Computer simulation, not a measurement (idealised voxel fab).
Name of the process module below: voxel transistor to metal
This is section cut - it's 165 nm across, gridded in 5 nm square cells.
A cross-section in this document is a grid of square cells, and it is written down as bands, the top band listed before the ones below it; a band is made up of one or more rows of cells. Look at the band entry: it leads with the top's height and the bottom's height in nm. Then it lists the materials left to right, with a width in nm for each. The word "edge to edge" on a single material says that material fills the band edge to edge. The word "empty" is empty space. Heights are expressed relative to 0, this being the level below which the as-received wafer comprises one material exclusively. The lowest band is unbounded in the downward direction and is denoted as in "0..down". Width spec "30..40" -> top row of cells at first value, bottom row at second value, equal per-row change in between. No cell of the cross-section changed in a step that is given as "no change". Basically, "closed voids" tells you about the enclosed voids: empty spaces with no open way to the top, 8 cells or bigger, each written width x height at distance, where distance is from the left edge, all in nm. That trailing text on a step's line, after the settings, is the simulator's own remark on the step. A step line may carry the setting "overlay nm", which, for steps involving a mask, states the distance by which the mask lay to the right of its intended position; negative values denote displacement to the left.
The steps planned for the process are as follows
step 1: RECEIVE: material Si
step 2: CONFORMAL_DEP: material SiO2, thk nm 5
step 3: CONFORMAL_DEP: material SiN, thk nm 10
step 4: MASKED_ETCH: tone cover, mask id ACTIVE, width nm 110, etch materials SiN, depth nm 10, overlay nm 0
step 5: MASKED_ETCH: tone cover, mask id ACTIVE, width nm 110, etch materials SiO2, depth nm 5, overlay nm 0
step 6: MASKED_ETCH: tone cover, mask id ACTIVE, width nm 110, etch materials Si, depth nm 35, overlay nm 0
step 7: FILL_DEP: material SiO2, thk nm 15
step 8: CMP: height nm 15
step 9: SELECTIVE_ETCH: etch materials SiO2, depth nm 10
step 10: STRIP: etch materials SiN
step 11: SELECTIVE_ETCH: etch materials SiO2, depth nm 5
step 12: OXIDIZE: depth nm 5
step 13: DIRECTIONAL_DEP: material polySi, thk nm 25
step 14: DIRECTIONAL_DEP: material SiCN, thk nm 10
step 15: DIRECTIONAL_DEP: material aC, thk nm 15
step 16: PATTERN: tone cover, mask id GATE, material resist, width nm 20, thk nm 30, overlay nm 0
step 17: DIRECTIONAL_ETCH: etch materials aC, depth nm 15
step 18: STRIP: etch materials resist
step 19: DIRECTIONAL_ETCH: etch materials SiCN, depth nm 20
step 20: DIRECTIONAL_ETCH: etch materials polySi, depth nm 35
step 21: STRIP: etch materials aC
step 22: CONFORMAL_DEP: material SiO2, thk nm 5
step 23: DIRECTIONAL_ETCH: etch materials SiO2, depth nm 5
step 24: CONFORMAL_DEP: material SiN, thk nm 5
step 25: DIRECTIONAL_ETCH: etch materials SiN, depth nm 5
step 26: DIRECTIONAL_ETCH: etch materials SiO2, depth nm 5
step 27: DIRECTIONAL_ETCH: etch materials Si, depth nm 10
step 28: EPI: material nSi, thk nm 15
step 29: FILL_DEP: material SiO2, thk nm 5
step 30: CMP: height nm 35
step 31: DIRECTIONAL_DEP: material SiO2, thk nm 10
step 32: PATTERN: tone open, mask id CONTACT, material resist, width nm 35, pitch nm 65, thk nm 20, overlay nm 0
step 33: DIRECTIONAL_ETCH: etch materials SiO2, depth nm 45
step 34: STRIP: etch materials resist
step 35: CONFORMAL_DEP: material TiN, thk nm 5
step 36: FILL_DEP: material Ru, thk nm 10
step 37: CMP: height nm 45
step 38: CONFORMAL_DEP: material SiN, thk nm 5
step 39: DIRECTIONAL_DEP: material lowk, thk nm 20
step 40: PATTERN: tone open, mask id METAL_1, material resist, width nm 20, pitch nm 80, thk nm 15, overlay nm 0
step 41: DIRECTIONAL_ETCH: etch materials lowk, depth nm 20
step 42: DIRECTIONAL_ETCH: etch materials SiN, depth nm 5
step 43: STRIP: etch materials resist
step 44: CONFORMAL_DEP: material TiN, thk nm 5
step 45: FILL_DEP: material W, thk nm 5
step 46: CMP: height nm 70
step 47: CONFORMAL_DEP: material SiCN, thk nm 5
Incoming wafer in cross-section (state: after step 1)
0..down = Si edge to edge
closed voids: none
Here's the wafer cut in cross-section after the module, started and planned just like above, except one thing was done wrong in the run
75..70 = SiCN edge to edge
70..50 = lowk 30 nm; TiN 5 nm; W 10 nm; TiN 5 nm; lowk 60 nm; TiN 5 nm; W 10 nm; TiN 5 nm; lowk 35 nm
50..45 = SiN 30 nm; TiN 20 nm; SiN 60 nm; TiN 20 nm; SiN 35 nm
45..40 = SiO2 30 nm; TiN 5 nm; Ru 25 nm; TiN 5 nm; SiO2 30 nm; TiN 5 nm; Ru 25 nm; TiN 5 nm; SiO2 35 nm
40..35 = SiO2 30 nm; TiN 35 nm; SiO2 30 nm; TiN 35 nm; SiO2 35 nm
35..25 = SiCN 70 nm; SiO2 5 nm; SiN 10 nm; SiO2 5 nm; SiCN 75 nm
25..0 = polySi 70 nm; SiO2 5 nm; SiN 10 nm; SiO2 5 nm; polySi 75 nm
0..-5 = SiO2 edge to edge
-5..-35 = SiO2 25 nm; Si 110 nm; SiO2 30 nm
-35..down = Si edge to edge
closed voids: none
It is concluded that the wafer was processed incorrectly with respect to the plan, in that contrary to plan, step 16 was performed as PATTERN: tone open, mask id GATE, material resist, width nm 20, thk nm 30, overlay nm 0
